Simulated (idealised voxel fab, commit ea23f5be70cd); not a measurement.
This is a process module. Its name is voxel self aligned contacts.
It is cross-section cut that appears here, measuring 175 nm in width, its square cells being 5 nm in size.
This document writes a cross-section as a grid whose cells are square, and gives it as bands, listed from the top down; one or more rows of cells form a band. It is stipulated that each band's entry specify, in nanometres, the height of the top of the band and then that of its bottom, followed by the materials of the band in left-to-right sequence, each together with its width in nanometres. A single material marked by the word "all across" is understood to fill the band from edge to edge; the word "blank" is understood to denote empty space. Convention: height 0 is the level below which the wafer, as received, is all one material. The lowest band does not terminate at the bottom but continues downward, represented as "0 -> down". Note: "30..40" means the width goes from the first number (top row of the band) to the second number (bottom row) in equal steps per row of cells. It should be understood that the words "no change occurred", when stated for a given step, signify that the cross-section underwent no change in any of its cells during that step. Empty spaces without an open route to the top, at least 8 cells in extent, make up the entry "Closed void entries"; each is given as width x height at distance, where the distance is measured from the left edge, and all are in nm. Read whatever lies past the settings on a step's line as the simulator's own remark about the step. "overlay nm" on a masked step: distance the mask lay right of its planned place, negative for left.
Here's what the planned process steps look like
1 RECEIVE,material Si
2 OXIDIZE,depth nm 5
3 DIRECTIONAL_DEP,material polySi,thk nm 25
4 DIRECTIONAL_DEP,material SiN,thk nm 20
5 MASKED_ETCH,tone cover,mask id GATE,width nm 25,pitch nm 65,etch materials SiN,depth nm 20,overlay nm 0
6 MASKED_ETCH,tone cover,mask id GATE,width nm 25,pitch nm 65,etch materials polySi,depth nm 25,overlay nm 0
7 CONFORMAL_DEP,material SiN,thk nm 10
8 DIRECTIONAL_ETCH,etch materials SiN,depth nm 10
9 FILL_DEP,material SiO2,thk nm 10
10 CMP,height nm 50
11 PATTERN,tone open,mask id CONTACT,material resist,width nm 50,thk nm 15,overlay nm 0
12 DIRECTIONAL_ETCH,etch materials SiO2,depth nm 55
13 STRIP,etch materials resist
14 CONFORMAL_DEP,material TiN,thk nm 5
15 FILL_DEP,material W,thk nm 10
16 CMP,height nm 50
17 CONFORMAL_DEP,material SiCN,thk nm 5
Delivered wafer in cross-section: state after step 1
* 0 -> down = Si all across
* Closed void entries: none
First of two wafers: cross-section at end of module, run per plan
* 55 -> 50 = SiCN all across
* 50 -> 45 = SiO2=60  TiN=20  W=10  TiN=20  SiO2=65
* 45 -> 25 = SiO2=30  SiN=45  TiN=5  W=10  TiN=5  SiN=45  SiO2=35
* 25 -> 0 = SiO2=30  SiN=10  polySi=25  SiN=10  TiN=5  W=10  TiN=5  SiN=10  polySi=25  SiN=10  SiO2=35
* 0 -> -5 = SiO2=75  TiN=20  SiO2=80
* -5 -> down = Si all across
* Closed void entries: none
Module end: cross-section of wafer two of two. Same start and process plan as the first wafer. One mistake during execution
* 55 -> 50 = SiCN all across
* 50 -> 45 = SiO2=60  TiN=20  W=10  TiN=20  SiO2=65
* 45 -> 25 = SiO2=30  SiN=10  polySi=25  SiN=10  TiN=5  W=10  TiN=5  SiN=10  polySi=25  SiN=10  SiO2=35
* 25 -> 20 = SiO2=30  SiN=10  polySi=25  SiN=10  TiN=20  SiN=10  polySi=25  SiN=10  SiO2=35
* 20 -> 0 = SiN all across
* 0 -> -5 = SiO2 all across
* -5 -> down = Si all across
* Closed void entries: none
What was the processing mistake? steps 3 and 4: order swapped relative to plan
Final difference in cells, second wafer against first, listed per material as more or fewer: +68 SiN, -48 SiO2, -10 TiN, -10 W
